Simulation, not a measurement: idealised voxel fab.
Process module, titled voxel local oxidation
230 nm wide, 5 nm square cells: that's cross-section cut.
Reading order for cross-sections: top band down to bottom band. Underlying form: a grid of square cells. Band size: one or more rows of cells. First you get the band's top height and its bottom height, in nm, and then the materials it's made of, left to right, with each width in nm. If you see a single material with "full width", that one covers the band edge to edge. "air" is empty space. We count height from 0. Below that, the starting wafer is all one material. The lowest band never ends at the bottom but goes on down; see "from 0 down" for how that is written. Quick explanation for "30..40": the width changes in equal steps down the rows of cells, from the first number in the band's top row to the second number in its bottom row. Where the words "no modification" appear for a step, the cross-section shows no cell changed by that step; every cell remained as before. The list in "closed voids" covers empty spaces of 8 cells or more that cannot reach the top through any open way, and it gives each as width x height at distance; the distance is from the left edge, and width, height and distance are in nm. Anything after a step's settings on that line? It's the simulator's own note about the step. Steps that use a mask can have "overlay nm" on their line. It says how far the mask sat to the right of where it was meant to be. Negative means to the left.

**Listed below are the process steps as planned**
1: RECEIVE [material Si]
2: CONFORMAL_DEP [material SiO2] [thk nm 5]
3: CONFORMAL_DEP [material SiN] [thk nm 15]
4: PATTERN [tone cover] [mask id ACTIVE] [material resist] [width nm 80] [thk nm 15] [overlay nm 0]
5: DIRECTIONAL_ETCH [etch materials SiN] [depth nm 15]
6: STRIP [etch materials resist]
7: SELECTIVE_ETCH [etch materials SiO2] [depth nm 5]
8: OXIDIZE [depth nm 10]
9: STRIP [etch materials SiN]
varied across the wafers: width nm of step 4. The plan shows the first wafer's value. All wafers start alike

**So this is the first of several wafers, cross-sectioned as it came to us, meaning it's at the end of step 1**
- from 0 down = Si full width
- closed voids: none

**Each row below is a wafer at the end of the module, listing for every material the number of cells it has gained (+) or lost (-) since it was received, followed by its closed voids**
width nm 80; -72 Si; +86 SiO2; closed voids: none
width nm 85; -70 Si; +85 SiO2; closed voids: none
width nm 90; -68 Si; +84 SiO2; closed voids: none
width nm 95; -66 Si; +83 SiO2; closed voids: none
width nm 100; -64 Si; +82 SiO2; closed voids: none
width nm 105; -62 Si; +81 SiO2; closed voids: none
